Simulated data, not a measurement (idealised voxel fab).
This section sets out a process module, namely voxel capacitor over wiring.
Shown is cross-section cut, with a width of 245 nm and square cells of size 5 nm.
This document writes a cross-section as a grid whose cells are square, and gives it as bands, listed from the top down; one or more rows of cells form a band.
Heights first: top, then bottom, in nm. Then materials, left to right, each with a width in nm. "everywhere" on a single material: fills the band edge to edge. "blank": empty space.
Height is counted from the level 0, under which the received wafer is composed throughout of one material. The lowest of the bands is not closed at the bottom but continues downward, in the notation "0 and below".
So if you see something like "30 to 40" for the width, read it as the top row of the band sitting at the first number and the bottom row at the second, with every row in between moving by the same amount as the last.
Step marked "no modifications"? Then no cell in the cross-section changed in it.
"Sealed void inventory" lists enclosed empty spaces (at least 8 cells, no open path upward to the top), each as width x height at distance from the left edge, in nm.
The remark found on a step's line after its settings is issued by the simulator itself and pertains to that step.
Regarding "overlay nm": on a step with a mask, it is the distance the mask lay to the right of its planned place; a negative value places it to the left.
SET OUT BELOW ARE THE PLANNED STEPS OF THE PROCESS
1 RECEIVE | material Si
2 CONFORMAL_DEP | material SiO2 | thk nm 15
3 DIRECTIONAL_DEP | material TiN | thk nm 5
4 DIRECTIONAL_DEP | material Ru | thk nm 20
5 PATTERN | tone cover | mask id METAL_1 | material resist | width nm 25 | pitch nm 75 | thk nm 20 | overlay nm 0
6 DIRECTIONAL_ETCH | etch materials Ru | depth nm 20
7 DIRECTIONAL_ETCH | etch materials TiN | depth nm 5
8 STRIP | etch materials resist
9 CONFORMAL_DEP | material SiCN | thk nm 5
10 FILL_DEP | material SiO2 | thk nm 10
11 CMP | height nm 40
12 CONFORMAL_DEP | material SiCN | thk nm 5
13 DIRECTIONAL_DEP | material lowk | thk nm 20
14 MASKED_ETCH | tone open | mask id PLUG_1 | width nm 15 | etch materials lowk | depth nm 20 | overlay nm 0
15 MASKED_ETCH | tone open | mask id PLUG_1 | width nm 15 | etch materials SiCN | depth nm 5 | overlay nm 0
16 EPI | material Ru | thk nm 10
17 EPI | material Ru | thk nm 10
18 EPI | material Ru | thk nm 5
19 DIRECTIONAL_DEP | material TiN | thk nm 10
20 DIRECTIONAL_DEP | material SiN | thk nm 5
21 DIRECTIONAL_DEP | material TiN | thk nm 5
22 MASKED_ETCH | tone cover | mask id UPPER_PLATE | width nm 55 | etch materials TiN | depth nm 5 | overlay nm 0
23 MASKED_ETCH | tone cover | mask id UPPER_PLATE | width nm 55 | etch materials SiN | depth nm 5 | overlay nm 0
24 MASKED_ETCH | tone cover | mask id LOWER_PLATE | width nm 65 | etch materials TiN | depth nm 10 | overlay nm 0
25 FILL_DEP | material SiO2 | thk nm 15
26 CMP | height nm 95
27 DIRECTIONAL_DEP | material aC | thk nm 10
28 PATTERN | tone open | mask id PLUG_2 | material resist | width nm 15 | thk nm 25 | overlay nm 0
29 DIRECTIONAL_ETCH | etch materials aC | depth nm 10
30 STRIP | etch materials resist
31 DIRECTIONAL_ETCH | etch materials SiO2 | depth nm 10
32 STRIP | etch materials aC
33 CONFORMAL_DEP | material TiN | thk nm 5
34 FILL_DEP | material Cu | thk nm 10
35 CMP | height nm 95
36 CONFORMAL_DEP | material SiN | thk nm 5
AS-RECEIVED STATE OF THE WAFER IN CROSS-SECTION, EQUIVALENT TO POST-STEP 1
> 0 and below  Si everywhere
> Sealed void inventory: none
THIS IS HOW THE WAFER LOOKS IN CROSS-SECTION ONCE THE MODULE IS DONE, GIVEN THE STARTING STATE AND PLAN ABOVE AND ONE MISTAKE IN CARRYING THE PLAN OUT
> 100 down to 95  SiN everywhere
> 95 down to 90  SiO2 (90), TiN (5), Cu (10), TiN (5), SiO2 (135)
> 90 down to 80  SiO2 (90 to 80), TiN (20 to 55), SiO2 (135 to 110)
> 80 down to 75  SiO2 (80), SiN (55), SiO2 (110)
> 75 down to 65  SiO2 (75), TiN (65), SiO2 (105)
> 65 down to 45  lowk (80), Ru (15), lowk (150)
> 45 down to 40  SiCN (80), Ru (15), SiCN (150)
> 40 down to 20  SiO2 (65), SiCN (5), Ru (25), SiCN (5), SiO2 (40), SiCN (5), Ru (25), SiCN (5), SiO2 (70)
> 20 down to 15  SiCN (70), TiN (25), SiCN (50), TiN (25), SiCN (75)
> 15 down to 0  SiO2 everywhere
> 0 and below  Si everywhere
> Sealed void inventory: none
Diagnosis: it should be noted that step 28 was executed with settings other than those planned, the operation and settings actually applied being PATTERN | tone open | mask id PLUG_2 | material resist | width nm 20 | thk nm 25 | overlay nm 0
